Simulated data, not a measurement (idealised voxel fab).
Process module heading - voxel transistor to metal
Pictured: cross-section cut, 185 nm wide, on a grid of 5 nm square cells.
Cross-section layout: square cells on a grid; listed as bands, top to bottom; a band spans one or more cell rows. Look at the band entry: it leads with the top's height and the bottom's height in nm. Then it lists the materials left to right, with a width in nm for each. The word "edge to edge" on a single material says that material fills the band edge to edge. The word "blank" is empty space. Heights from 0 (as-received wafer is one material below). Bottom band endless downward, as "0 down". A width given as "30->40" starts at the first number in the band's top row and ends at the second number in its bottom row, shifting by an equal amount at every step from row to row. Where the words "stayed the same" appear for a step, the cross-section shows no cell changed by that step; every cell remained as before. If an empty space has no open way to the top and is at least 8 cells in size, "Enclosed void inventory" lists it, written width x height at distance, where distance is measured from the left edge and every value is in nm. The remark found on a step's line after its settings is issued by the simulator itself and pertains to that step. Regarding "overlay nm": on a step with a mask, it is the distance the mask lay to the right of its planned place; a negative value places it to the left.
# So here's the lineup of process steps we planned
| 1 | RECEIVE: material Si |
| 2 | OXIDIZE: depth nm 5 |
| 3 | CONFORMAL_DEP: material SiN, thk nm 10 |
| 4 | PATTERN: tone cover, mask id ACTIVE, material resist, width nm 120, thk nm 15, overlay nm 0 |
| 5 | DIRECTIONAL_ETCH: etch materials SiN, depth nm 10 |
| 6 | DIRECTIONAL_ETCH: etch materials SiO2, depth nm 5 |
| 7 | DIRECTIONAL_ETCH: etch materials Si, depth nm 25 |
| 8 | STRIP: etch materials resist |
| 9 | OXIDIZE: depth nm 5 |
| 10 | FILL_DEP: material SiO2, thk nm 15 |
| 11 | CMP: height nm 10 |
| 12 | SELECTIVE_ETCH: etch materials SiO2, depth nm 10 |
| 13 | STRIP: etch materials SiN |
| 14 | SELECTIVE_ETCH: etch materials SiO2, depth nm 5 |
| 15 | OXIDIZE: depth nm 5 |
| 16 | DIRECTIONAL_DEP: material polySi, thk nm 25 |
| 17 | DIRECTIONAL_DEP: material SiCN, thk nm 15 |
| 18 | PATTERN: tone cover, mask id GATE, material resist, width nm 30, thk nm 15, overlay nm 0 |
| 19 | DIRECTIONAL_ETCH: etch materials SiCN, depth nm 25 |
| 20 | DIRECTIONAL_ETCH: etch materials polySi, depth nm 35 |
| 21 | STRIP: etch materials resist |
| 22 | CONFORMAL_DEP: material SiO2, thk nm 5 |
| 23 | DIRECTIONAL_ETCH: etch materials SiO2, depth nm 5 |
| 24 | CONFORMAL_DEP: material SiN, thk nm 5 |
| 25 | DIRECTIONAL_ETCH: etch materials SiN, depth nm 5 |
| 26 | DIRECTIONAL_ETCH: etch materials SiO2, depth nm 5 |
| 27 | DIRECTIONAL_ETCH: etch materials Si, depth nm 5 |
| 28 | EPI: material nSi, thk nm 10 |
| 29 | FILL_DEP: material SiO2, thk nm 10 |
| 30 | CMP: height nm 20 |
| 31 | STRIP: etch materials polySi |
| 32 | SELECTIVE_ETCH: etch materials SiO2, depth nm 5 |
| 33 | CONFORMAL_DEP: material HfO2, thk nm 5 |
| 34 | CONFORMAL_DEP: material TiN, thk nm 5 |
| 35 | FILL_DEP: material W, thk nm 5 |
| 36 | CMP: height nm 15 |
| 37 | DIRECTIONAL_DEP: material SiO2, thk nm 10 |
| 38 | DIRECTIONAL_DEP: material aC, thk nm 15 |
| 39 | PATTERN: tone open, mask id CONTACT, material resist, width nm 20, pitch nm 90, thk nm 30, overlay nm 0 |
| 40 | DIRECTIONAL_ETCH: etch materials aC, depth nm 15 |
| 41 | STRIP: etch materials resist |
| 42 | DIRECTIONAL_ETCH: etch materials SiO2, depth nm 30 |
| 43 | STRIP: etch materials aC |
| 44 | CONFORMAL_DEP: material TiN, thk nm 5 |
| 45 | FILL_DEP: material Ru, thk nm 10 |
| 46 | CMP: height nm 25 |
| 47 | CONFORMAL_DEP: material SiN, thk nm 5 |
| 48 | DIRECTIONAL_DEP: material lowk, thk nm 20 |
| 49 | MASKED_ETCH: tone open, mask id METAL_1, width nm 20, pitch nm 90, etch materials lowk, depth nm 20, overlay nm 0 |
| 50 | MASKED_ETCH: tone open, mask id METAL_1, width nm 20, pitch nm 90, etch materials SiN, depth nm 5, overlay nm 0 |
| 51 | CONFORMAL_DEP: material TiN, thk nm 5 |
| 52 | FILL_DEP: material W, thk nm 10 |
| 53 | CMP: height nm 50 |
| 54 | EPI: material Ru, thk nm 5 |
| 55 | FILL_DEP: material SiCN, thk nm 5 |
| 56 | DIRECTIONAL_DEP: material lowk, thk nm 30 |
| 57 | PATTERN: tone open, mask id METAL_2_HOLES, material resist, width nm 15, pitch nm 90, thk nm 20, overlay nm 0 |
| 58 | DIRECTIONAL_ETCH: etch materials lowk, depth nm 30 |
| 59 | STRIP: etch materials resist |
| 60 | PATTERN: tone open, mask id METAL_2, material resist, width nm 20, pitch nm 90, thk nm 15, overlay nm 0 |
| 61 | DIRECTIONAL_ETCH: etch materials lowk, depth nm 20 |
| 62 | DIRECTIONAL_ETCH: etch materials SiCN, depth nm 5 |
| 63 | STRIP: etch materials resist |
| 64 | CONFORMAL_DEP: material TiN, thk nm 5 |
| 65 | FILL_DEP: material Cu, thk nm 10 |
| 66 | CMP: height nm 90 |
| 67 | CONFORMAL_DEP: material SiN, thk nm 5 |
# Cross-section of the wafer at receipt, which is the condition after step 1
  0 down: Si edge to edge
  Enclosed void inventory: none
# Cross-section taken at module completion on the first of two wafers; processed per the plan
  95 to 90: SiN edge to edge
  90 to 75: lowk: 35  TiN: 5  Cu: 10  TiN: 5  lowk: 70  TiN: 5  Cu: 10  TiN: 5  lowk: 40
  75 to 70: lowk: 35  TiN: 5  Cu: 5  TiN: 10  lowk: 70  TiN: 5  Cu: 5  TiN: 10  lowk: 40
  70 to 60: lowk: 35  TiN: 5  Cu: 5  TiN: 5  lowk: 75  TiN: 5  Cu: 5  TiN: 5  lowk: 45
  60 to 55: SiCN: 35  TiN: 15  SiCN: 75  TiN: 15  SiCN: 45
  55 to 50: SiCN: 30  Ru: 30  SiCN: 60  Ru: 30  SiCN: 35
  50 to 30: lowk: 35  TiN: 5  W: 10  TiN: 5  lowk: 70  TiN: 5  W: 10  TiN: 5  lowk: 40
  30 to 25: SiN: 35  TiN: 20  SiN: 70  TiN: 20  SiN: 40
  25 to 15: SiO2: 35  TiN: 5  Ru: 10  TiN: 5  SiO2: 70  TiN: 5  Ru: 10  TiN: 5  SiO2: 40
  15 to 0: SiO2: 35  TiN: 5  Ru: 10  TiN: 5  SiO2: 10  SiN: 5  HfO2: 5  TiN: 5  W: 20  TiN: 5  HfO2: 5  SiN: 5  SiO2: 10  TiN: 5  Ru: 10  TiN: 5  SiO2: 40
  0 to -5: SiO2: 35  TiN: 20  nSi: 10  SiN: 5  HfO2: 5  TiN: 30  HfO2: 5  SiN: 5  nSi: 10  TiN: 20  SiO2: 40
  -5 to -10: SiO2: 30  nSi: 35  SiO2: 5  HfO2: 40  SiO2: 5  nSi: 35  SiO2: 35
  -10 to -15: SiO2: 35  nSi: 30  Si: 50  nSi: 30  SiO2: 40
  -15 to -35: SiO2: 35  Si: 110  SiO2: 40
  -35 down: Si edge to edge
  Enclosed void inventory: none
# This cross-section belongs to the second wafer of two at the end of the module; the start and the plan were shared with the first, and the run included one mistake
  95 to 90: SiN edge to edge
  90 to 75: lowk: 35  TiN: 5  Cu: 10  TiN: 5  lowk: 70  TiN: 5  Cu: 10  TiN: 5  lowk: 40
  75 to 70: lowk: 35  TiN: 5  Cu: 5  TiN: 10  lowk: 70  TiN: 5  Cu: 5  TiN: 10  lowk: 40
  70 to 60: lowk: 35  TiN: 5  Cu: 5  TiN: 5  lowk: 75  TiN: 5  Cu: 5  TiN: 5  lowk: 45
  60 to 55: SiCN: 35  TiN: 15  SiCN: 75  TiN: 15  SiCN: 45
  55 to 50: SiCN: 30  Ru: 30  SiCN: 60  Ru: 30  SiCN: 35
  50 to 30: lowk: 35  TiN: 5  W: 10  TiN: 5  lowk: 70  TiN: 5  W: 10  TiN: 5  lowk: 40
  30 to 25: SiN: 35  TiN: 20  SiN: 70  TiN: 20  SiN: 40
  25 to 20: SiO2: 35  TiN: 5  Ru: 10  TiN: 5  SiO2: 70  TiN: 5  Ru: 10  TiN: 5  SiO2: 40
  20 to 15: SiO2: 35  TiN: 20  SiO2: 70  TiN: 20  SiO2: 40
  15 to 0: W: 70  TiN: 5  HfO2: 5  SiN: 5  SiO2: 10  SiN: 5  HfO2: 5  TiN: 5  W: 75
  0 to -5: TiN: 75  HfO2: 5  SiN: 5  nSi: 10  SiN: 5  HfO2: 5  TiN: 80
  -5 to -10: HfO2: 80  SiO2: 5  nSi: 10  SiO2: 5  HfO2: 85
  -10 to -15: SiO2: 35  Si: 50  nSi: 10  Si: 50  SiO2: 40
  -15 to -35: SiO2: 35  Si: 110  SiO2: 40
  -35 down: Si edge to edge
  Enclosed void inventory: none
Heads up, the wafer didn't run the way we planned it: step 18 ran with different settings than intended, the actual operation and settings being PATTERN: tone open, mask id GATE, material resist, width nm 30, thk nm 15, overlay nm 0
End of process, cell counts, second wafer against first, materials with more or fewer: HfO2 +25 | Ru -16 | Si +10 | SiO2 -79 | TiN +9 | W +75 | nSi -24
